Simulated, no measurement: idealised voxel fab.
Documented hereafter: the process module known as voxel fin reveal.
In the cross-section labelled cut, the width is 300 nm and each square cell is 5 nm.
Notation: cross-section as square-cell grid; stated in bands, top first, going down; one or more cell rows per band. What a band's entry tells you: where the top is and where the bottom is, as heights in nm, and after that what lies inside, material by material from left to right, each with its width in nm. Empty space is written as the word "air", and a single material marked with the word "throughout" occupies the band from edge to edge. Zero point of the height axis is 0; under it, received wafer = one material. Lowest band: continues down indefinitely, "from 0 down". So if you see something like "30..40" for the width, read it as the top row of the band sitting at the first number and the bottom row at the second, with every row in between moving by the same amount as the last. For the purposes of this document, the phrase "nothing changed" attached to a step denotes that no cell within the cross-section was modified by that step. Enclosed voids (no open way to top), threshold 8 cells or more, entry "Closed cavity list", notation width x height at distance, distance from left edge, nm. Text after the settings on a step's line: the simulator's own remark on that step. On any step carrying a mask, the "overlay nm" setting, if present on the step's line, tells how far right of its planned place the mask lay; negative values point to the left.
Process steps - plan:
step 1: RECEIVE with material Si
step 2: CONFORMAL_DEP with material SiN, thk nm 10
step 3: PATTERN with tone cover, mask id FINS, material resist, width nm 15, pitch nm 35, thk nm 15, overlay nm 0
step 4: DIRECTIONAL_ETCH with etch materials SiN, depth nm 10
step 5: DIRECTIONAL_ETCH with etch materials Si, depth nm 35
step 6: STRIP with etch materials resist
step 7: FILL_DEP with material SiO2, thk nm 10
step 8: CMP with height nm 10
step 9: SELECTIVE_ETCH with etch materials SiO2, depth nm 35
step 10: STRIP with etch materials SiN
step 11: CONFORMAL_DEP with material SiO2, thk nm 5
What follows covers the first of two wafers; it ran as planned:
Here's what the wafer looked like in cross-section when it arrived - that's after step 1:
> from 0 down: Si throughout
> Closed cavity list: none
Step 2 done - wafer cross-section:
> from 10 to 0: SiN throughout
> Heights below 0 show no change.
Step 3 done - wafer cross-section:
> from 25 to 10: air: 105 | resist: 15 | air: 20 | resist: 15 | air: 20 | resist: 15 | air: 110
> Heights below 10 show no change.
Step 4 done - wafer cross-section:
> from 25 to 10: air: 105 | resist: 15 | air: 20 | resist: 15 | air: 20 | resist: 15 | air: 110
> from 10 to 0: air: 105 | SiN: 15 | air: 20 | SiN: 15 | air: 20 | SiN: 15 | air: 110
> Heights below 0 show no change.
Step 5 done - wafer cross-section:
> from 25 to 10: air: 105 | resist: 15 | air: 20 | resist: 15 | air: 20 | resist: 15 | air: 110
> from 10 to 0: air: 105 | SiN: 15 | air: 20 | SiN: 15 | air: 20 | SiN: 15 | air: 110
> from 0 to -35: air: 105 | Si: 15 | air: 20 | Si: 15 | air: 20 | Si: 15 | air: 110
> Heights below -35 show no change.
Step 6 done - wafer cross-section:
> from 10 to 0: air: 105 | SiN: 15 | air: 20 | SiN: 15 | air: 20 | SiN: 15 | air: 110
> Heights below 0 show no change.
Step 7 done - wafer cross-section:
> from 20 to 10: SiO2 throughout
> from 10 to 0: SiO2: 105 | SiN: 15 | SiO2: 20 | SiN: 15 | SiO2: 20 | SiN: 15 | SiO2: 110
> from 0 to -35: SiO2: 105 | Si: 15 | SiO2: 20 | Si: 15 | SiO2: 20 | Si: 15 | SiO2: 110
> Heights below -35 show no change.
Step 8 done - wafer cross-section:
> from 10 to 0: SiO2: 105 | SiN: 15 | SiO2: 20 | SiN: 15 | SiO2: 20 | SiN: 15 | SiO2: 110
> Heights below 0 show no change.
Step 9 done - wafer cross-section:
> from 10 to 0: air: 105 | SiN: 15 | air: 20 | SiN: 15 | air: 20 | SiN: 15 | air: 110
> from 0 to -25: air: 105 | Si: 15 | air: 20 | Si: 15 | air: 20 | Si: 15 | air: 110
> Heights below -25 show no change.
Step 10 done - wafer cross-section:
> from 0 to -25: air: 105 | Si: 15 | air: 20 | Si: 15 | air: 20 | Si: 15 | air: 110
> Heights below -25 show no change.
Step 11 done - wafer cross-section:
> from 5 to 0: air: 100 | SiO2: 25 | air: 10 | SiO2: 25 | air: 10 | SiO2: 25 | air: 105
> from 0 to -20: air: 100 | SiO2: 5 | Si: 15 | SiO2: 5 | air: 10 | SiO2: 5 | Si: 15 | SiO2: 5 | air: 10 | SiO2: 5 | Si: 15 | SiO2: 5 | air: 105
> from -20 to -35: SiO2: 105 | Si: 15 | SiO2: 20 | Si: 15 | SiO2: 20 | Si: 15 | SiO2: 110
> Heights below -35 show no change.
second wafer: like start, like plan, one mistake. Through step 2 it matches the first wafer:
Cross-section of the second wafer at the time by which step 3 should have been completed according to the plan:
> from 25 to 10: resist: 105 | air: 15 | resist: 20 | air: 15 | resist: 20 | air: 15 | resist: 110
> Heights below 10 show no change.
Cross-section of the second wafer at the time by which step 4 should have been completed according to the plan:
> from 25 to 10: resist: 105 | air: 15 | resist: 20 | air: 15 | resist: 20 | air: 15 | resist: 110
> from 10 to 0: SiN: 105 | air: 15 | SiN: 20 | air: 15 | SiN: 20 | air: 15 | SiN: 110
> Heights below 0 show no change.
Cross-section of the second wafer at the time by which step 5 should have been completed according to the plan:
> from 25 to 10: resist: 105 | air: 15 | resist: 20 | air: 15 | resist: 20 | air: 15 | resist: 110
> from 10 to 0: SiN: 105 | air: 15 | SiN: 20 | air: 15 | SiN: 20 | air: 15 | SiN: 110
> from 0 to -35: Si: 105 | air: 15 | Si: 20 | air: 15 | Si: 20 | air: 15 | Si: 110
> Heights below -35 show no change.
Cross-section of the second wafer at the time by which step 6 should have been completed according to the plan:
> from 10 to 0: SiN: 105 | air: 15 | SiN: 20 | air: 15 | SiN: 20 | air: 15 | SiN: 110
> Heights below 0 show no change.
Cross-section of the second wafer at the time by which step 7 should have been completed according to the plan:
> from 20 to 10: SiO2 throughout
> from 10 to 0: SiN: 105 | SiO2: 15 | SiN: 20 | SiO2: 15 | SiN: 20 | SiO2: 15 | SiN: 110
> from 0 to -35: Si: 105 | SiO2: 15 | Si: 20 | SiO2: 15 | Si: 20 | SiO2: 15 | Si: 110
> Heights below -35 show no change.
Cross-section of the second wafer at the time by which step 8 should have been completed according to the plan:
> from 10 to 0: SiN: 105 | SiO2: 15 | SiN: 20 | SiO2: 15 | SiN: 20 | SiO2: 15 | SiN: 110
> Heights below 0 show no change.
Cross-section of the second wafer at the time by which step 9 should have been completed according to the plan:
> from 10 to 0: SiN: 105 | air: 15 | SiN: 20 | air: 15 | SiN: 20 | air: 15 | SiN: 110
> from 0 to -25: Si: 105 | air: 15 | Si: 20 | air: 15 | Si: 20 | air: 15 | Si: 110
> Heights below -25 show no change.
Cross-section of the second wafer at the time by which step 10 should have been completed according to the plan:
> from 0 to -25: Si: 105 | air: 15 | Si: 20 | air: 15 | Si: 20 | air: 15 | Si: 110
> Heights below -25 show no change.
Cross-section of the second wafer at the time by which step 11 should have been completed according to the plan:
> from 5 to 0: SiO2: 110 | air: 5 | SiO2: 30 | air: 5 | SiO2: 30 | air: 5 | SiO2: 115
> from 0 to -20: Si: 105 | SiO2: 5 | air: 5 | SiO2: 5 | Si: 20 | SiO2: 5 | air: 5 | SiO2: 5 | Si: 20 | SiO2: 5 | air: 5 | SiO2: 5 | Si: 110
> from -20 to -35: Si: 105 | SiO2: 15 | Si: 20 | SiO2: 15 | Si: 20 | SiO2: 15 | Si: 110
> Heights below -35 show no change.
Want to know what went wrong? it should be noted that step 3 was executed with settings other than those planned, the operation and settings actually applied being PATTERN with tone open, mask id FINS, material resist, width nm 15, pitch nm 35, thk nm 15, overlay nm 0
Cell-count delta at end, second wafer over first, by material: 294 more of Si | 84 fewer of SiO2
